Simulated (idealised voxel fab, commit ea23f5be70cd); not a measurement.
process module | voxel trench capacitor
cross-section cut | 240 nm wide | cells 5 nm
A cross-section is a grid of square cells, given in bands from the top down. A band is one or more rows of cells.
Each band's line starts with the height of the band's top and of its bottom, in nm. Then come its materials from left to right, each with its width in nm. One material with "throughout" fills the band from edge to edge. "air" is empty space.
Height 0 is the level under which the wafer as received is all one material. The lowest band goes on downwards, as in "0 down".
A width such as "30 to 40" changes by the same amount from each row of cells to the next, from the band's top row to its bottom row.
"no change" after a step means that no cell of the cross-section changed.
closed voids: empty space of 8 cells or more with no open way to the top, each as width x height at its distance from the left edge, in nm
after a step's settings: what the simulator itself notes on the step
overlay nm, on a step with a mask: how far to the right of its planned place the mask lay; to the left if negative
plan
1 op RECEIVE | material Si
2 op CONFORMAL_DEP | material SiN | thk nm 5
3 op PATTERN | tone open | mask id TRENCH | material resist | width nm 25 | pitch nm 40 | thk nm 15 | overlay nm 0
4 op DIRECTIONAL_ETCH | etch materials SiN | depth nm 5
5 op DIRECTIONAL_ETCH | etch materials Si | depth nm 40
6 op STRIP | etch materials resist
7 op CONFORMAL_DEP | material Al2O3 | thk nm 5
8 op CONFORMAL_DEP | material TiN | thk nm 5
9 op FILL_DEP | material W | thk nm 5
10 op CMP | height nm 5
first wafer, as planned
as received, after step 1
  0 down: Si throughout
  closed voids: none
after step 2
  5 to 0: SiN throughout
  below 0: unchanged
after step 3
  20 to 5: resist 45 | air 25 | resist 15 | air 25 | resist 15 | air 25 | resist 15 | air 25 | resist 50
  below 5: unchanged
after step 4
  20 to 5: resist 45 | air 25 | resist 15 | air 25 | resist 15 | air 25 | resist 15 | air 25 | resist 50
  5 to 0: SiN 45 | air 25 | SiN 15 | air 25 | SiN 15 | air 25 | SiN 15 | air 25 | SiN 50
  below 0: unchanged
after step 5
  20 to 5: resist 45 | air 25 | resist 15 | air 25 | resist 15 | air 25 | resist 15 | air 25 | resist 50
  5 to 0: SiN 45 | air 25 | SiN 15 | air 25 | SiN 15 | air 25 | SiN 15 | air 25 | SiN 50
  0 to -40: Si 45 | air 25 | Si 15 | air 25 | Si 15 | air 25 | Si 15 | air 25 | Si 50
  below -40: unchanged
after step 6
  5 to 0: SiN 45 | air 25 | SiN 15 | air 25 | SiN 15 | air 25 | SiN 15 | air 25 | SiN 50
  below 0: unchanged
after step 7
  10 to 5: Al2O3 50 | air 15 | Al2O3 25 | air 15 | Al2O3 25 | air 15 | Al2O3 25 | air 15 | Al2O3 55
  5 to 0: SiN 45 | Al2O3 5 | air 15 | Al2O3 5 | SiN 15 | Al2O3 5 | air 15 | Al2O3 5 | SiN 15 | Al2O3 5 | air 15 | Al2O3 5 | SiN 15 | Al2O3 5 | air 15 | Al2O3 5 | SiN 50
  0 to -35: Si 45 | Al2O3 5 | air 15 | Al2O3 5 | Si 15 | Al2O3 5 | air 15 | Al2O3 5 | Si 15 | Al2O3 5 | air 15 | Al2O3 5 | Si 15 | Al2O3 5 | air 15 | Al2O3 5 | Si 50
  -35 to -40: Si 45 | Al2O3 25 | Si 15 | Al2O3 25 | Si 15 | Al2O3 25 | Si 15 | Al2O3 25 | Si 50
  below -40: unchanged
after step 8
  15 to 10: TiN 55 | air 5 | TiN 35 | air 5 | TiN 35 | air 5 | TiN 35 | air 5 | TiN 60
  10 to 5: Al2O3 50 | TiN 5 | air 5 | TiN 5 | Al2O3 25 | TiN 5 | air 5 | TiN 5 | Al2O3 25 | TiN 5 | air 5 | TiN 5 | Al2O3 25 | TiN 5 | air 5 | TiN 5 | Al2O3 55
  5 to 0: SiN 45 | Al2O3 5 | TiN 5 | air 5 | TiN 5 | Al2O3 5 | SiN 15 | Al2O3 5 | TiN 5 | air 5 | TiN 5 | Al2O3 5 | SiN 15 | Al2O3 5 | TiN 5 | air 5 | TiN 5 | Al2O3 5 | SiN 15 | Al2O3 5 | TiN 5 | air 5 | TiN 5 | Al2O3 5 | SiN 50
  0 to -30: Si 45 | Al2O3 5 | TiN 5 | air 5 | TiN 5 | Al2O3 5 | Si 15 | Al2O3 5 | TiN 5 | air 5 | TiN 5 | Al2O3 5 | Si 15 | Al2O3 5 | TiN 5 | air 5 | TiN 5 | Al2O3 5 | Si 15 | Al2O3 5 | TiN 5 | air 5 | TiN 5 | Al2O3 5 | Si 50
  -30 to -35: Si 45 | Al2O3 5 | TiN 15 | Al2O3 5 | Si 15 | Al2O3 5 | TiN 15 | Al2O3 5 | Si 15 | Al2O3 5 | TiN 15 | Al2O3 5 | Si 15 | Al2O3 5 | TiN 15 | Al2O3 5 | Si 50
  below -35: unchanged
after step 9
  20 to 15: W throughout
  15 to 10: TiN 55 | W 5 | TiN 35 | W 5 | TiN 35 | W 5 | TiN 35 | W 5 | TiN 60
  10 to 5: Al2O3 50 | TiN 5 | W 5 | TiN 5 | Al2O3 25 | TiN 5 | W 5 | TiN 5 | Al2O3 25 | TiN 5 | W 5 | TiN 5 | Al2O3 25 | TiN 5 | W 5 | TiN 5 | Al2O3 55
  5 to 0: SiN 45 | Al2O3 5 | TiN 5 | W 5 | TiN 5 | Al2O3 5 | SiN 15 | Al2O3 5 | TiN 5 | W 5 | TiN 5 | Al2O3 5 | SiN 15 | Al2O3 5 | TiN 5 | W 5 | TiN 5 | Al2O3 5 | SiN 15 | Al2O3 5 | TiN 5 | W 5 | TiN 5 | Al2O3 5 | SiN 50
  0 to -30: Si 45 | Al2O3 5 | TiN 5 | W 5 | TiN 5 | Al2O3 5 | Si 15 | Al2O3 5 | TiN 5 | W 5 | TiN 5 | Al2O3 5 | Si 15 | Al2O3 5 | TiN 5 | W 5 | TiN 5 | Al2O3 5 | Si 15 | Al2O3 5 | TiN 5 | W 5 | TiN 5 | Al2O3 5 | Si 50
  below -30: unchanged
after step 10
  5 to 0: SiN 45 | Al2O3 5 | TiN 5 | W 5 | TiN 5 | Al2O3 5 | SiN 15 | Al2O3 5 | TiN 5 | W 5 | TiN 5 | Al2O3 5 | SiN 15 | Al2O3 5 | TiN 5 | W 5 | TiN 5 | Al2O3 5 | SiN 15 | Al2O3 5 | TiN 5 | W 5 | TiN 5 | Al2O3 5 | SiN 50
  below 0: unchanged
second wafer: like start, like plan, one mistake. Through step 9 it matches the first wafer
when step 10 should have ended
  15 to 10: TiN 55 | W 5 | TiN 35 | W 5 | TiN 35 | W 5 | TiN 35 | W 5 | TiN 60
  below 10: unchanged
what went wrong: step 10 ran as: op CMP | height nm 15
at the end the second wafer has, in cells: 36 more of Al2O3 | 52 more of TiN | 8 more of W
